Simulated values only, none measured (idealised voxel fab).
Proc. module: voxel capacitor over wiring
Square cell edge 5 nm, section width 270 nm, ID cut.
Cross-section = grid of square cells, listed top down in bands; band = one or more rows. Look at the band entry: it leads with the top's height and the bottom's height in nm. Then it lists the materials left to right, with a width in nm for each. The word "full width" on a single material says that material fills the band edge to edge. The word "blank" is empty space. All heights in this document are referenced to 0, defined as the level beneath which the wafer, as received, consists entirely of one material. The lowest band is not bounded below; it extends indefinitely downward and is written in the form "0 nm and below". Width "30 to 40": first value at the band's top row of cells, second value at its bottom row, equal change from row to row. Any step labelled "no change" changed none of the cells in the cross-section. Entry "closed voids". Content: empty spaces with no open connection to the top, size 8 cells or greater. Each: width x height at distance. Distance: from left edge. Unit: nm. What comes after the settings on a step's line is commentary from the simulator itself on that step. "overlay nm" denotes, for a step that has a mask, the displacement of the mask to the right of its planned place, with negative values corresponding to the left.
This section lists the process steps that were planned:
1) op RECEIVE | material Si
2) op CONFORMAL_DEP | material SiO2 | thk nm 15
3) op DIRECTIONAL_DEP | material TiN | thk nm 5
4) op DIRECTIONAL_DEP | material Ru | thk nm 25
5) op PATTERN | tone cover | mask id METAL_1 | material resist | width nm 20 | pitch nm 75 | thk nm 15 | overlay nm 0
6) op DIRECTIONAL_ETCH | etch materials Ru | depth nm 25
7) op DIRECTIONAL_ETCH | etch materials TiN | depth nm 5
8) op STRIP | etch materials resist
9) op CONFORMAL_DEP | material SiN | thk nm 5
10) op FILL_DEP | material lowk | thk nm 10
11) op CMP | height nm 45
12) op CONFORMAL_DEP | material SiCN | thk nm 5
13) op DIRECTIONAL_DEP | material lowk | thk nm 10
14) op DIRECTIONAL_DEP | material aC | thk nm 10
15) op PATTERN | tone open | mask id PLUG_1 | material resist | width nm 15 | thk nm 25 | overlay nm 0
16) op DIRECTIONAL_ETCH | etch materials aC | depth nm 10
17) op STRIP | etch materials resist
18) op DIRECTIONAL_ETCH | etch materials lowk | depth nm 10
19) op DIRECTIONAL_ETCH | etch materials SiCN | depth nm 5
20) op STRIP | etch materials aC
21) op CONFORMAL_DEP | material TiN | thk nm 5
22) op FILL_DEP | material Ru | thk nm 10
23) op CMP | height nm 60
24) op DIRECTIONAL_DEP | material TiN | thk nm 10
25) op DIRECTIONAL_DEP | material SiN | thk nm 5
26) op DIRECTIONAL_DEP | material TiN | thk nm 10
27) op PATTERN | tone cover | mask id UPPER_PLATE | material resist | width nm 60 | thk nm 20 | overlay nm 0
28) op DIRECTIONAL_ETCH | etch materials TiN | depth nm 10
29) op DIRECTIONAL_ETCH | etch materials SiN | depth nm 5
30) op STRIP | etch materials resist
31) op MASKED_ETCH | tone cover | mask id LOWER_PLATE | width nm 70 | etch materials TiN | depth nm 10 | overlay nm 0
32) op FILL_DEP | material SiO2 | thk nm 20
33) op CMP | height nm 100
34) op DIRECTIONAL_DEP | material aC | thk nm 10
35) op PATTERN | tone open | mask id PLUG_2 | material resist | width nm 15 | thk nm 25 | overlay nm 0
36) op DIRECTIONAL_ETCH | etch materials aC | depth nm 10
37) op STRIP | etch materials resist
38) op DIRECTIONAL_ETCH | etch materials SiO2 | depth nm 15
39) op STRIP | etch materials aC
40) op CONFORMAL_DEP | material TiN | thk nm 5
41) op FILL_DEP | material Ru | thk nm 10
42) op CMP | height nm 100
43) op CONFORMAL_DEP | material SiN | thk nm 5
As-received wafer cross-section (after step 1):
> 0 nm and below | Si full width
> closed voids: none
The module was run from the start shown above using the plan shown above, but one mistake was made doing it; the resulting wafer cross-section is below:
> 105 nm to 100 nm | SiN full width
> 100 nm to 90 nm | 100 SiO2  5 TiN  5 Ru  5 TiN  155 SiO2
> 90 nm to 85 nm | 100 SiO2  15 TiN  155 SiO2
> 85 nm to 75 nm | 90 SiO2  60 TiN  120 SiO2
> 75 nm to 70 nm | 90 SiO2  60 SiN  120 SiO2
> 70 nm to 60 nm | 85 SiO2  70 TiN  115 SiO2
> 60 nm to 50 nm | lowk full width
> 50 nm to 45 nm | 80 lowk  30 SiN  45 lowk  30 SiN  85 lowk
> 45 nm to 20 nm | 80 lowk  5 SiN  20 Ru  5 SiN  45 lowk  5 SiN  20 Ru  5 SiN  85 lowk
> 20 nm to 15 nm | 85 SiN  20 TiN  55 SiN  20 TiN  90 SiN
> 15 nm to 0 nm | SiO2 full width
> 0 nm and below | Si full width
> closed voids: none
What broke from the plan during processing? not run: step 11 of the plan (skipped)
